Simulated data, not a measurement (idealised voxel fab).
Process module, titled voxel self aligned vias
Square cell edge 5 nm, section width 275 nm, ID cut.
Format of a cross-section: grid, square cells. Given as bands. Order: top down. Band: one or more rows of cells. Each band's line starts with the height of the band's top and of its bottom, in nm. Then come its materials from left to right, each with its width in nm. One material with "everywhere" fills the band from edge to edge. "empty" is empty space. Beneath 0, the wafer as received is one material, and that level is where height counting begins. The lowest band goes on downward without a bottom; it is written like "top 0, no bottom". The two numbers in a width such as "30->40" mark its ends across the band: the first belongs to the top row of cells, the second to the bottom row, and from each row to the next the width moves by the same amount. Reading "everything unchanged" for a step: not a cell of the cross-section changed in it. In "Trapped void list" the enclosed voids are listed, meaning empty spaces of 8 cells or larger without any opening to the top. The form is width x height at distance, distance from the left edge, units nm. It should be noted that, on the line of a given step, the content following the step's settings is a remark produced by the simulator itself with respect to that step. When a step includes a mask, the "overlay nm" setting on its line states how far to the right of its planned place that mask lay, and negative values state how far to the left.

So here's the lineup of process steps we planned:
step 1: RECEIVE, material Si
step 2: CONFORMAL_DEP, material SiO2, thk nm 10
step 3: CONFORMAL_DEP, material SiCN, thk nm 5
step 4: DIRECTIONAL_DEP, material lowk, thk nm 20
step 5: DIRECTIONAL_DEP, material aC, thk nm 15
step 6: PATTERN, tone open, mask id LINES, material resist, width nm 25, pitch nm 60, thk nm 35, overlay nm 0
step 7: DIRECTIONAL_ETCH, etch materials aC, depth nm 15
step 8: STRIP, etch materials resist
step 9: DIRECTIONAL_ETCH, etch materials lowk, depth nm 20
step 10: STRIP, etch materials aC
step 11: CONFORMAL_DEP, material TiN, thk nm 5
step 12: FILL_DEP, material W, thk nm 5
step 13: CMP, height nm 35
step 14: SELECTIVE_ETCH, etch materials W Ru TiN, depth nm 5
step 15: FILL_DEP, material SiN, thk nm 10
step 16: CMP, height nm 35
step 17: DIRECTIONAL_DEP, material lowk, thk nm 20
step 18: PATTERN, tone open, mask id VIAS, material resist, width nm 35, pitch nm 120, thk nm 20, overlay nm 0
step 19: DIRECTIONAL_ETCH, etch materials lowk, depth nm 20
step 20: DIRECTIONAL_ETCH, etch materials SiN, depth nm 5
step 21: STRIP, etch materials resist
step 22: CONFORMAL_DEP, material TiN, thk nm 5
step 23: FILL_DEP, material W, thk nm 10
step 24: CMP, height nm 55
step 25: CONFORMAL_DEP, material SiCN, thk nm 5

Concerning the first of two wafers, which was run in accordance with the plan:

Step 1 complete: cross-section of the wafer as received:
    top 0, no bottom | Si everywhere
    Trapped void list: none

Wafer section view after processing step 2:
    top 10, bottom 0 | SiO2 everywhere
    Everything under 0 stays put, no change at all.

Wafer section view after processing step 3:
    top 15, bottom 10 | SiCN everywhere
    Everything under 10 stays put, no change at all.

Wafer section view after processing step 4:
    top 35, bottom 15 | lowk everywhere
    Everything under 15 stays put, no change at all.

Wafer section view after processing step 5:
    top 50, bottom 35 | aC everywhere
    Everything under 35 stays put, no change at all.

Wafer section view after processing step 6:
    top 85, bottom 50 | resist 65 | empty 25 | resist 35 | empty 25 | resist 35 | empty 25 | resist 65
    Everything under 50 stays put, no change at all.

Wafer section view after processing step 7:
    top 70, bottom 50 | resist 65 | empty 25 | resist 35 | empty 25 | resist 35 | empty 25 | resist 65
    top 50, bottom 35 | aC 65 | empty 25 | aC 35 | empty 25 | aC 35 | empty 25 | aC 65
    Everything under 35 stays put, no change at all.

Wafer section view after processing step 8:
    top 50, bottom 35 | aC 65 | empty 25 | aC 35 | empty 25 | aC 35 | empty 25 | aC 65
    Everything under 35 stays put, no change at all.

Wafer section view after processing step 9:
    top 50, bottom 35 | aC 65 | empty 25 | aC 35 | empty 25 | aC 35 | empty 25 | aC 65
    top 35, bottom 15 | lowk 65 | empty 25 | lowk 35 | empty 25 | lowk 35 | empty 25 | lowk 65
    Everything under 15 stays put, no change at all.

Wafer section view after processing step 10:
    top 35, bottom 15 | lowk 65 | empty 25 | lowk 35 | empty 25 | lowk 35 | empty 25 | lowk 65
    Everything under 15 stays put, no change at all.

Wafer section view after processing step 11:
    top 40, bottom 35 | TiN 70 | empty 15 | TiN 45 | empty 15 | TiN 45 | empty 15 | TiN 70
    top 35, bottom 20 | lowk 65 | TiN 5 | empty 15 | TiN 5 | lowk 35 | TiN 5 | empty 15 | TiN 5 | lowk 35 | TiN 5 | empty 15 | TiN 5 | lowk 65
    top 20, bottom 15 | lowk 65 | TiN 25 | lowk 35 | TiN 25 | lowk 35 | TiN 25 | lowk 65
    Everything under 15 stays put, no change at all.

Wafer section view after processing step 12:
    top 45, bottom 40 | W everywhere
    top 40, bottom 35 | TiN 70 | W 15 | TiN 45 | W 15 | TiN 45 | W 15 | TiN 70
    top 35, bottom 20 | lowk 65 | TiN 5 | W 15 | TiN 5 | lowk 35 | TiN 5 | W 15 | TiN 5 | lowk 35 | TiN 5 | W 15 | TiN 5 | lowk 65
    Everything under 20 stays put, no change at all.

Wafer section view after processing step 13:
    top 35, bottom 20 | lowk 65 | TiN 5 | W 15 | TiN 5 | lowk 35 | TiN 5 | W 15 | TiN 5 | lowk 35 | TiN 5 | W 15 | TiN 5 | lowk 65
    Everything under 20 stays put, no change at all.

Wafer section view after processing step 14:
    top 35, bottom 30 | lowk 65 | empty 25 | lowk 35 | empty 25 | lowk 35 | empty 25 | lowk 65
    Everything under 30 stays put, no change at all.

Wafer section view after processing step 15:
    top 45, bottom 35 | SiN everywhere
    top 35, bottom 30 | lowk 65 | SiN 25 | lowk 35 | SiN 25 | lowk 35 | SiN 25 | lowk 65
    Everything under 30 stays put, no change at all.

Wafer section view after processing step 16:
    top 35, bottom 30 | lowk 65 | SiN 25 | lowk 35 | SiN 25 | lowk 35 | SiN 25 | lowk 65
    Everything under 30 stays put, no change at all.

Wafer section view after processing step 17:
    top 55, bottom 35 | lowk everywhere
    Everything under 35 stays put, no change at all.

Wafer section view after processing step 18:
    top 75, bottom 55 | resist 60 | empty 35 | resist 85 | empty 35 | resist 60
    Everything under 55 stays put, no change at all.

Wafer section view after processing step 19:
    top 75, bottom 55 | resist 60 | empty 35 | resist 85 | empty 35 | resist 60
    top 55, bottom 35 | lowk 60 | empty 35 | lowk 85 | empty 35 | lowk 60
    Everything under 35 stays put, no change at all.

Wafer section view after processing step 20:
    top 75, bottom 55 | resist 60 | empty 35 | resist 85 | empty 35 | resist 60
    top 55, bottom 35 | lowk 60 | empty 35 | lowk 85 | empty 35 | lowk 60
    top 35, bottom 30 | lowk 65 | empty 25 | lowk 35 | SiN 25 | lowk 35 | empty 25 | lowk 65
    Everything under 30 stays put, no change at all.

Wafer section view after processing step 21:
    top 55, bottom 35 | lowk 60 | empty 35 | lowk 85 | empty 35 | lowk 60
    Everything under 35 stays put, no change at all.

Wafer section view after processing step 22:
    top 60, bottom 55 | TiN 65 | empty 25 | TiN 95 | empty 25 | TiN 65
    top 55, bottom 40 | lowk 60 | TiN 5 | empty 25 | TiN 5 | lowk 85 | TiN 5 | empty 25 | TiN 5 | lowk 60
    top 40, bottom 35 | lowk 60 | TiN 10 | empty 15 | TiN 10 | lowk 85 | TiN 10 | empty 15 | TiN 10 | lowk 60
    top 35, bottom 30 | lowk 65 | TiN 25 | lowk 35 | SiN 25 | lowk 35 | TiN 25 | lowk 65
    Everything under 30 stays put, no change at all.

Wafer section view after processing step 23:
    top 70, bottom 60 | W everywhere
    top 60, bottom 55 | TiN 65 | W 25 | TiN 95 | W 25 | TiN 65
    top 55, bottom 40 | lowk 60 | TiN 5 | W 25 | TiN 5 | lowk 85 | TiN 5 | W 25 | TiN 5 | lowk 60
    top 40, bottom 35 | lowk 60 | TiN 10 | W 15 | TiN 10 | lowk 85 | TiN 10 | W 15 | TiN 10 | lowk 60
    Everything under 35 stays put, no change at all.

Wafer section view after processing step 24:
    top 55, bottom 40 | lowk 60 | TiN 5 | W 25 | TiN 5 | lowk 85 | TiN 5 | W 25 | TiN 5 | lowk 60
    Everything under 40 stays put, no change at all.

Wafer section view after processing step 25:
    top 60, bottom 55 | SiCN everywhere
    Everything under 55 stays put, no change at all.

Okay, second wafer. Nothing different at the start, nothing different in the plan, just one mistake somewhere in the running. As far as step 1, counting that step, it's the first wafer all over again:

Second wafer, cross-section, planned end of step 2: everything unchanged

Second wafer, cross-section, planned end of step 3:
    top 5, bottom 0 | SiCN everywhere
    Everything under 0 stays put, no change at all.

Second wafer, cross-section, planned end of step 4:
    top 25, bottom 5 | lowk everywhere
    Everything under 5 stays put, no change at all.

Second wafer, cross-section, planned end of step 5:
    top 40, bottom 25 | aC everywhere
    Everything under 25 stays put, no change at all.

Second wafer, cross-section, planned end of step 6:
    top 75, bottom 40 | resist 65 | empty 25 | resist 35 | empty 25 | resist 35 | empty 25 | resist 65
    Everything under 40 stays put, no change at all.

Second wafer, cross-section, planned end of step 7:
    top 60, bottom 40 | resist 65 | empty 25 | resist 35 | empty 25 | resist 35 | empty 25 | resist 65
    top 40, bottom 25 | aC 65 | empty 25 | aC 35 | empty 25 | aC 35 | empty 25 | aC 65
    Everything under 25 stays put, no change at all.

Second wafer, cross-section, planned end of step 8:
    top 40, bottom 25 | aC 65 | empty 25 | aC 35 | empty 25 | aC 35 | empty 25 | aC 65
    Everything under 25 stays put, no change at all.

Second wafer, cross-section, planned end of step 9:
    top 40, bottom 25 | aC 65 | empty 25 | aC 35 | empty 25 | aC 35 | empty 25 | aC 65
    top 25, bottom 5 | lowk 65 | empty 25 | lowk 35 | empty 25 | lowk 35 | empty 25 | lowk 65
    Everything under 5 stays put, no change at all.

Second wafer, cross-section, planned end of step 10:
    top 25, bottom 5 | lowk 65 | empty 25 | lowk 35 | empty 25 | lowk 35 | empty 25 | lowk 65
    Everything under 5 stays put, no change at all.

Second wafer, cross-section, planned end of step 11:
    top 30, bottom 25 | TiN 70 | empty 15 | TiN 45 | empty 15 | TiN 45 | empty 15 | TiN 70
    top 25, bottom 10 | lowk 65 | TiN 5 | empty 15 | TiN 5 | lowk 35 | TiN 5 | empty 15 | TiN 5 | lowk 35 | TiN 5 | empty 15 | TiN 5 | lowk 65
    top 10, bottom 5 | lowk 65 | TiN 25 | lowk 35 | TiN 25 | lowk 35 | TiN 25 | lowk 65
    Everything under 5 stays put, no change at all.

Second wafer, cross-section, planned end of step 12:
    top 35, bottom 30 | W everywhere
    top 30, bottom 25 | TiN 70 | W 15 | TiN 45 | W 15 | TiN 45 | W 15 | TiN 70
    top 25, bottom 10 | lowk 65 | TiN 5 | W 15 | TiN 5 | lowk 35 | TiN 5 | W 15 | TiN 5 | lowk 35 | TiN 5 | W 15 | TiN 5 | lowk 65
    Everything under 10 stays put, no change at all.

Second wafer, cross-section, planned end of step 13: everything unchanged

Second wafer, cross-section, planned end of step 14:
    top 30, bottom 25 | TiN 70 | W 15 | TiN 45 | W 15 | TiN 45 | W 15 | TiN 70
    Everything under 25 stays put, no change at all.

Second wafer, cross-section, planned end of step 15:
    top 40, bottom 30 | SiN everywhere
    Everything under 30 stays put, no change at all.

Second wafer, cross-section, planned end of step 16:
    top 35, bottom 30 | SiN everywhere
    Everything under 30 stays put, no change at all.

Second wafer, cross-section, planned end of step 17:
    top 55, bottom 35 | lowk everywhere
    Everything under 35 stays put, no change at all.

Second wafer, cross-section, planned end of step 18:
    top 75, bottom 55 | resist 60 | empty 35 | resist 85 | empty 35 | resist 60
    Everything under 55 stays put, no change at all.

Second wafer, cross-section, planned end of step 19:
    top 75, bottom 55 | resist 60 | empty 35 | resist 85 | empty 35 | resist 60
    top 55, bottom 35 | lowk 60 | empty 35 | lowk 85 | empty 35 | lowk 60
    Everything under 35 stays put, no change at all.

Second wafer, cross-section, planned end of step 20:
    top 75, bottom 55 | resist 60 | empty 35 | resist 85 | empty 35 | resist 60
    top 55, bottom 35 | lowk 60 | empty 35 | lowk 85 | empty 35 | lowk 60
    top 35, bottom 30 | SiN 60 | empty 35 | SiN 85 | empty 35 | SiN 60
    Everything under 30 stays put, no change at all.

Second wafer, cross-section, planned end of step 21:
    top 55, bottom 35 | lowk 60 | empty 35 | lowk 85 | empty 35 | lowk 60
    Everything under 35 stays put, no change at all.

Second wafer, cross-section, planned end of step 22:
    top 60, bottom 55 | TiN 65 | empty 25 | TiN 95 | empty 25 | TiN 65
    top 55, bottom 35 | lowk 60 | TiN 5 | empty 25 | TiN 5 | lowk 85 | TiN 5 | empty 25 | TiN 5 | lowk 60
    top 35, bottom 30 | SiN 60 | TiN 35 | SiN 85 | TiN 35 | SiN 60
    Everything under 30 stays put, no change at all.

Second wafer, cross-section, planned end of step 23:
    top 70, bottom 60 | W everywhere
    top 60, bottom 55 | TiN 65 | W 25 | TiN 95 | W 25 | TiN 65
    top 55, bottom 35 | lowk 60 | TiN 5 | W 25 | TiN 5 | lowk 85 | TiN 5 | W 25 | TiN 5 | lowk 60
    Everything under 35 stays put, no change at all.

Second wafer, cross-section, planned end of step 24:
    top 55, bottom 35 | lowk 60 | TiN 5 | W 25 | TiN 5 | lowk 85 | TiN 5 | W 25 | TiN 5 | lowk 60
    Everything under 35 stays put, no change at all.

Second wafer, cross-section, planned end of step 25:
    top 60, bottom 55 | SiCN everywhere
    Everything under 55 stays put, no change at all.
Where did the run depart from the plan? the plan's step 2 was left out and never carried out
Wrapping up, a cell-based count of both wafers puts the second over or under the first for these materials: 36 more of SiN | 110 fewer of SiO2 | 52 more of TiN | 22 more of W
